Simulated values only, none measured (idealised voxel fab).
Process module name: voxel self aligned contacts
Shown is cross-section cut, with a width of 235 nm and square cells of size 5 nm.
Cross-section, as written here: a square-cell grid given band by band from the top down, where a band holds one or more rows of cells. The entry gives the band's vertical extent as a top height and a bottom height in nm, then its horizontal make-up as materials from left to right, each with a width in nm. "empty" stands for empty space; a single material marked "everywhere" fills the band edge to edge. The level at which height equals 0 is the one under which the wafer, as it arrives, is entirely one material. No lower edge exists for the bottom band, which continues downward and is notated as in "top 0, no bottom". Width: "30 to 40" (first number = top row, second number = bottom row, same change from row to row of cells). Where the words "changes: none" appear for a step, the cross-section shows no cell changed by that step; every cell remained as before. Enclosed voids (no open way to top), threshold 8 cells or more, entry "Voids, sealed", notation width x height at distance, distance from left edge, nm. It should be noted that, on the line of a given step, the content following the step's settings is a remark produced by the simulator itself with respect to that step. The setting "overlay nm" may be written on the line of a step. When the step uses a mask, the value reports how far to the right of the planned place the mask lay, and a negative value reports that it lay to the left.
-- plan
step 1: RECEIVE (material Si)
step 2: CONFORMAL_DEP (material SiO2; thk nm 5)
step 3: DIRECTIONAL_DEP (material polySi; thk nm 20)
step 4: DIRECTIONAL_DEP (material SiN; thk nm 20)
step 5: DIRECTIONAL_DEP (material aC; thk nm 10)
step 6: PATTERN (tone cover; mask id GATE; material resist; width nm 35; pitch nm 75; thk nm 25; overlay nm 0)
step 7: DIRECTIONAL_ETCH (etch materials aC; depth nm 10)
step 8: STRIP (etch materials resist)
step 9: DIRECTIONAL_ETCH (etch materials SiN; depth nm 20)
step 10: DIRECTIONAL_ETCH (etch materials polySi; depth nm 20)
step 11: STRIP (etch materials aC)
step 12: CONFORMAL_DEP (material SiN; thk nm 10)
step 13: DIRECTIONAL_ETCH (etch materials SiN; depth nm 10)
step 14: FILL_DEP (material SiO2; thk nm 20)
step 15: CMP (height nm 55)
step 16: PATTERN (tone open; mask id CONTACT; material resist; width nm 60; pitch nm 75; thk nm 15; overlay nm 0)
step 17: DIRECTIONAL_ETCH (etch materials SiO2; depth nm 55)
step 18: STRIP (etch materials resist)
step 19: CONFORMAL_DEP (material TiN; thk nm 5)
step 20: FILL_DEP (material W; thk nm 5)
step 21: CMP (height nm 55)
step 22: CONFORMAL_DEP (material SiN; thk nm 5)
-- Below: the first of two wafers, run as planned
-- This is the cross-section of the wafer as we received it, i.e. after step 1
    top 0, no bottom | Si everywhere
    Voids, sealed: none
-- After step 2: wafer cross-section
    top 5, bottom 0 | SiO2 everywhere
    Below 0, the layers are the same as they were.
-- After step 3: wafer cross-section
    top 25, bottom 5 | polySi everywhere
    Below 5, the layers are the same as they were.
-- After step 4: wafer cross-section
    top 45, bottom 25 | SiN everywhere
    Below 25, the layers are the same as they were.
-- After step 5: wafer cross-section
    top 55, bottom 45 | aC everywhere
    Below 45, the layers are the same as they were.
-- After step 6: wafer cross-section
    top 80, bottom 55 | 25 of empty; 35 of resist; 40 of empty; 35 of resist; 40 of empty; 35 of resist; 25 of empty
    Below 55, the layers are the same as they were.
-- After step 7: wafer cross-section
    top 70, bottom 55 | 25 of empty; 35 of resist; 40 of empty; 35 of resist; 40 of empty; 35 of resist; 25 of empty
    top 55, bottom 45 | 25 of empty; 35 of aC; 40 of empty; 35 of aC; 40 of empty; 35 of aC; 25 of empty
    Below 45, the layers are the same as they were.
-- After step 8: wafer cross-section
    top 55, bottom 45 | 25 of empty; 35 of aC; 40 of empty; 35 of aC; 40 of empty; 35 of aC; 25 of empty
    Below 45, the layers are the same as they were.
-- After step 9: wafer cross-section
    top 55, bottom 45 | 25 of empty; 35 of aC; 40 of empty; 35 of aC; 40 of empty; 35 of aC; 25 of empty
    top 45, bottom 25 | 25 of empty; 35 of SiN; 40 of empty; 35 of SiN; 40 of empty; 35 of SiN; 25 of empty
    Below 25, the layers are the same as they were.
-- After step 10: wafer cross-section
    top 55, bottom 45 | 25 of empty; 35 of aC; 40 of empty; 35 of aC; 40 of empty; 35 of aC; 25 of empty
    top 45, bottom 25 | 25 of empty; 35 of SiN; 40 of empty; 35 of SiN; 40 of empty; 35 of SiN; 25 of empty
    top 25, bottom 5 | 25 of empty; 35 of polySi; 40 of empty; 35 of polySi; 40 of empty; 35 of polySi; 25 of empty
    Below 5, the layers are the same as they were.
-- After step 11: wafer cross-section
    top 45, bottom 25 | 25 of empty; 35 of SiN; 40 of empty; 35 of SiN; 40 of empty; 35 of SiN; 25 of empty
    Below 25, the layers are the same as they were.
-- After step 12: wafer cross-section
    top 55, bottom 25 | 15 of empty; 55 of SiN; 20 of empty; 55 of SiN; 20 of empty; 55 of SiN; 15 of empty
    top 25, bottom 15 | 15 of empty; 10 of SiN; 35 of polySi; 10 of SiN; 20 of empty; 10 of SiN; 35 of polySi; 10 of SiN; 20 of empty; 10 of SiN; 35 of polySi; 10 of SiN; 15 of empty
    top 15, bottom 5 | 25 of SiN; 35 of polySi; 40 of SiN; 35 of polySi; 40 of SiN; 35 of polySi; 25 of SiN
    Below 5, the layers are the same as they were.
-- After step 13: wafer cross-section
    top 45, bottom 25 | 15 of empty; 55 of SiN; 20 of empty; 55 of SiN; 20 of empty; 55 of SiN; 15 of empty
    top 25, bottom 5 | 15 of empty; 10 of SiN; 35 of polySi; 10 of SiN; 20 of empty; 10 of SiN; 35 of polySi; 10 of SiN; 20 of empty; 10 of SiN; 35 of polySi; 10 of SiN; 15 of empty
    Below 5, the layers are the same as they were.
-- After step 14: wafer cross-section
    top 65, bottom 45 | SiO2 everywhere
    top 45, bottom 25 | 15 of SiO2; 55 of SiN; 20 of SiO2; 55 of SiN; 20 of SiO2; 55 of SiN; 15 of SiO2
    top 25, bottom 5 | 15 of SiO2; 10 of SiN; 35 of polySi; 10 of SiN; 20 of SiO2; 10 of SiN; 35 of polySi; 10 of SiN; 20 of SiO2; 10 of SiN; 35 of polySi; 10 of SiN; 15 of SiO2
    Below 5, the layers are the same as they were.
-- After step 15: wafer cross-section
    top 55, bottom 45 | SiO2 everywhere
    Below 45, the layers are the same as they were.
-- After step 16: wafer cross-section
    top 70, bottom 55 | 50 of resist; 60 of empty; 15 of resist; 60 of empty; 50 of resist
    Below 55, the layers are the same as they were.
-- After step 17: wafer cross-section
    top 70, bottom 55 | 50 of resist; 60 of empty; 15 of resist; 60 of empty; 50 of resist
    top 55, bottom 45 | 50 of SiO2; 60 of empty; 15 of SiO2; 60 of empty; 50 of SiO2
    top 45, bottom 25 | 15 of SiO2; 55 of SiN; 20 of empty; 55 of SiN; 20 of empty; 55 of SiN; 15 of SiO2
    top 25, bottom 5 | 15 of SiO2; 10 of SiN; 35 of polySi; 10 of SiN; 20 of empty; 10 of SiN; 35 of polySi; 10 of SiN; 20 of empty; 10 of SiN; 35 of polySi; 10 of SiN; 15 of SiO2
    top 5, bottom 0 | 70 of SiO2; 20 of empty; 55 of SiO2; 20 of empty; 70 of SiO2
    Below 0, the layers are the same as they were.
-- After step 18: wafer cross-section
    top 55, bottom 45 | 50 of SiO2; 60 of empty; 15 of SiO2; 60 of empty; 50 of SiO2
    Below 45, the layers are the same as they were.
-- After step 19: wafer cross-section
    top 60, bottom 55 | 55 of TiN; 50 of empty; 25 of TiN; 50 of empty; 55 of TiN
    top 55, bottom 45 | 50 of SiO2; 5 to 25 of TiN; 50 to 10 of empty; 5 to 25 of TiN; 15 of SiO2; 5 to 25 of TiN; 50 to 10 of empty; 5 to 25 of TiN; 50 of SiO2
    top 45, bottom 25 | 15 of SiO2; 55 of SiN; 5 of TiN; 10 of empty; 5 of TiN; 55 of SiN; 5 of TiN; 10 of empty; 5 of TiN; 55 of SiN; 15 of SiO2
    top 25, bottom 5 | 15 of SiO2; 10 of SiN; 35 of polySi; 10 of SiN; 5 of TiN; 10 of empty; 5 of TiN; 10 of SiN; 35 of polySi; 10 of SiN; 5 of TiN; 10 of empty; 5 of TiN; 10 of SiN; 35 of polySi; 10 of SiN; 15 of SiO2
    top 5, bottom 0 | 70 of SiO2; 20 of TiN; 55 of SiO2; 20 of TiN; 70 of SiO2
    Below 0, the layers are the same as they were.
-- After step 20: wafer cross-section
    top 65, bottom 60 | W everywhere
    top 60, bottom 55 | 55 of TiN; 50 of W; 25 of TiN; 50 of W; 55 of TiN
    top 55, bottom 45 | 50 of SiO2; 5 to 25 of TiN; 50 to 10 of W; 5 to 25 of TiN; 15 of SiO2; 5 to 25 of TiN; 50 to 10 of W; 5 to 25 of TiN; 50 of SiO2
    top 45, bottom 25 | 15 of SiO2; 55 of SiN; 5 of TiN; 10 of W; 5 of TiN; 55 of SiN; 5 of TiN; 10 of W; 5 of TiN; 55 of SiN; 15 of SiO2
    top 25, bottom 5 | 15 of SiO2; 10 of SiN; 35 of polySi; 10 of SiN; 5 of TiN; 10 of W; 5 of TiN; 10 of SiN; 35 of polySi; 10 of SiN; 5 of TiN; 10 of W; 5 of TiN; 10 of SiN; 35 of polySi; 10 of SiN; 15 of SiO2
    Below 5, the layers are the same as they were.
-- After step 21: wafer cross-section
    top 55, bottom 45 | 50 of SiO2; 5 to 25 of TiN; 50 to 10 of W; 5 to 25 of TiN; 15 of SiO2; 5 to 25 of TiN; 50 to 10 of W; 5 to 25 of TiN; 50 of SiO2
    Below 45, the layers are the same as they were.
-- After step 22: wafer cross-section
    top 60, bottom 55 | SiN everywhere
    Below 55, the layers are the same as they were.
-- Second wafer - shared start and plan with the first - one error in running - same as the first up to step 1 inclusive
-- X-section, second wafer, when step 2 was due to finish
    top 15, bottom 0 | SiO2 everywhere
    Below 0, the layers are the same as they were.
-- X-section, second wafer, when step 3 was due to finish
    top 35, bottom 15 | polySi everywhere
    Below 15, the layers are the same as they were.
-- X-section, second wafer, when step 4 was due to finish
    top 55, bottom 35 | SiN everywhere
    Below 35, the layers are the same as they were.
-- X-section, second wafer, when step 5 was due to finish
    top 65, bottom 55 | aC everywhere
    Below 55, the layers are the same as they were.
-- X-section, second wafer, when step 6 was due to finish
    top 90, bottom 65 | 25 of empty; 35 of resist; 40 of empty; 35 of resist; 40 of empty; 35 of resist; 25 of empty
    Below 65, the layers are the same as they were.
-- X-section, second wafer, when step 7 was due to finish
    top 80, bottom 65 | 25 of empty; 35 of resist; 40 of empty; 35 of resist; 40 of empty; 35 of resist; 25 of empty
    top 65, bottom 55 | 25 of empty; 35 of aC; 40 of empty; 35 of aC; 40 of empty; 35 of aC; 25 of empty
    Below 55, the layers are the same as they were.
-- X-section, second wafer, when step 8 was due to finish
    top 65, bottom 55 | 25 of empty; 35 of aC; 40 of empty; 35 of aC; 40 of empty; 35 of aC; 25 of empty
    Below 55, the layers are the same as they were.
-- X-section, second wafer, when step 9 was due to finish
    top 65, bottom 55 | 25 of empty; 35 of aC; 40 of empty; 35 of aC; 40 of empty; 35 of aC; 25 of empty
    top 55, bottom 35 | 25 of empty; 35 of SiN; 40 of empty; 35 of SiN; 40 of empty; 35 of SiN; 25 of empty
    Below 35, the layers are the same as they were.
-- X-section, second wafer, when step 10 was due to finish
    top 65, bottom 55 | 25 of empty; 35 of aC; 40 of empty; 35 of aC; 40 of empty; 35 of aC; 25 of empty
    top 55, bottom 35 | 25 of empty; 35 of SiN; 40 of empty; 35 of SiN; 40 of empty; 35 of SiN; 25 of empty
    top 35, bottom 15 | 25 of empty; 35 of polySi; 40 of empty; 35 of polySi; 40 of empty; 35 of polySi; 25 of empty
    Below 15, the layers are the same as they were.
-- X-section, second wafer, when step 11 was due to finish
    top 55, bottom 35 | 25 of empty; 35 of SiN; 40 of empty; 35 of SiN; 40 of empty; 35 of SiN; 25 of empty
    Below 35, the layers are the same as they were.
-- X-section, second wafer, when step 12 was due to finish
    top 65, bottom 35 | 15 of empty; 55 of SiN; 20 of empty; 55 of SiN; 20 of empty; 55 of SiN; 15 of empty
    top 35, bottom 25 | 15 of empty; 10 of SiN; 35 of polySi; 10 of SiN; 20 of empty; 10 of SiN; 35 of polySi; 10 of SiN; 20 of empty; 10 of SiN; 35 of polySi; 10 of SiN; 15 of empty
    top 25, bottom 15 | 25 of SiN; 35 of polySi; 40 of SiN; 35 of polySi; 40 of SiN; 35 of polySi; 25 of SiN
    Below 15, the layers are the same as they were.
-- X-section, second wafer, when step 13 was due to finish
    top 55, bottom 35 | 15 of empty; 55 of SiN; 20 of empty; 55 of SiN; 20 of empty; 55 of SiN; 15 of empty
    top 35, bottom 15 | 15 of empty; 10 of SiN; 35 of polySi; 10 of SiN; 20 of empty; 10 of SiN; 35 of polySi; 10 of SiN; 20 of empty; 10 of SiN; 35 of polySi; 10 of SiN; 15 of empty
    Below 15, the layers are the same as they were.
-- X-section, second wafer, when step 14 was due to finish
    top 75, bottom 55 | SiO2 everywhere
    top 55, bottom 35 | 15 of SiO2; 55 of SiN; 20 of SiO2; 55 of SiN; 20 of SiO2; 55 of SiN; 15 of SiO2
    top 35, bottom 15 | 15 of SiO2; 10 of SiN; 35 of polySi; 10 of SiN; 20 of SiO2; 10 of SiN; 35 of polySi; 10 of SiN; 20 of SiO2; 10 of SiN; 35 of polySi; 10 of SiN; 15 of SiO2
    Below 15, the layers are the same as they were.
-- X-section, second wafer, when step 15 was due to finish
    top 55, bottom 35 | 15 of SiO2; 55 of SiN; 20 of SiO2; 55 of SiN; 20 of SiO2; 55 of SiN; 15 of SiO2
    Below 35, the layers are the same as they were.
-- X-section, second wafer, when step 16 was due to finish
    top 70, bottom 55 | 50 of resist; 60 of empty; 15 of resist; 60 of empty; 50 of resist
    Below 55, the layers are the same as they were.
-- X-section, second wafer, when step 17 was due to finish
    top 70, bottom 55 | 50 of resist; 60 of empty; 15 of resist; 60 of empty; 50 of resist
    top 55, bottom 35 | 15 of SiO2; 55 of SiN; 20 of empty; 55 of SiN; 20 of empty; 55 of SiN; 15 of SiO2
    top 35, bottom 15 | 15 of SiO2; 10 of SiN; 35 of polySi; 10 of SiN; 20 of empty; 10 of SiN; 35 of polySi; 10 of SiN; 20 of empty; 10 of SiN; 35 of polySi; 10 of SiN; 15 of SiO2
    top 15, bottom 0 | 70 of SiO2; 20 of empty; 55 of SiO2; 20 of empty; 70 of SiO2
    Below 0, the layers are the same as they were.
-- X-section, second wafer, when step 18 was due to finish
    top 55, bottom 35 | 15 of SiO2; 55 of SiN; 20 of empty; 55 of SiN; 20 of empty; 55 of SiN; 15 of SiO2
    Below 35, the layers are the same as they were.
-- X-section, second wafer, when step 19 was due to finish
    top 60, bottom 55 | 75 of TiN; 10 of empty; 65 of TiN; 10 of empty; 75 of TiN
    top 55, bottom 35 | 15 of SiO2; 55 of SiN; 5 of TiN; 10 of empty; 5 of TiN; 55 of SiN; 5 of TiN; 10 of empty; 5 of TiN; 55 of SiN; 15 of SiO2
    top 35, bottom 15 | 15 of SiO2; 10 of SiN; 35 of polySi; 10 of SiN; 5 of TiN; 10 of empty; 5 of TiN; 10 of SiN; 35 of polySi; 10 of SiN; 5 of TiN; 10 of empty; 5 of TiN; 10 of SiN; 35 of polySi; 10 of SiN; 15 of SiO2
    top 15, bottom 5 | 70 of SiO2; 5 of TiN; 10 of empty; 5 of TiN; 55 of SiO2; 5 of TiN; 10 of empty; 5 of TiN; 70 of SiO2
    top 5, bottom 0 | 70 of SiO2; 20 of TiN; 55 of SiO2; 20 of TiN; 70 of SiO2
    Below 0, the layers are the same as they were.
-- X-section, second wafer, when step 20 was due to finish
    top 65, bottom 60 | W everywhere
    top 60, bottom 55 | 75 of TiN; 10 of W; 65 of TiN; 10 of W; 75 of TiN
    top 55, bottom 35 | 15 of SiO2; 55 of SiN; 5 of TiN; 10 of W; 5 of TiN; 55 of SiN; 5 of TiN; 10 of W; 5 of TiN; 55 of SiN; 15 of SiO2
    top 35, bottom 15 | 15 of SiO2; 10 of SiN; 35 of polySi; 10 of SiN; 5 of TiN; 10 of W; 5 of TiN; 10 of SiN; 35 of polySi; 10 of SiN; 5 of TiN; 10 of W; 5 of TiN; 10 of SiN; 35 of polySi; 10 of SiN; 15 of SiO2
    top 15, bottom 5 | 70 of SiO2; 5 of TiN; 10 of W; 5 of TiN; 55 of SiO2; 5 of TiN; 10 of W; 5 of TiN; 70 of SiO2
    Below 5, the layers are the same as they were.
-- X-section, second wafer, when step 21 was due to finish
    top 55, bottom 35 | 15 of SiO2; 55 of SiN; 5 of TiN; 10 of W; 5 of TiN; 55 of SiN; 5 of TiN; 10 of W; 5 of TiN; 55 of SiN; 15 of SiO2
    Below 35, the layers are the same as they were.
-- X-section, second wafer, when step 22 was due to finish
    top 60, bottom 55 | SiN everywhere
    Below 55, the layers are the same as they were.
Heads up, the wafer didn't run the way we planned it: step 2 changed vs plan, executed as CONFORMAL_DEP (material SiO2; thk nm 15)
Counted in cells at the end, the second wafer holds more or fewer of these materials than the first: SiO2 +32, TiN -16, W -16
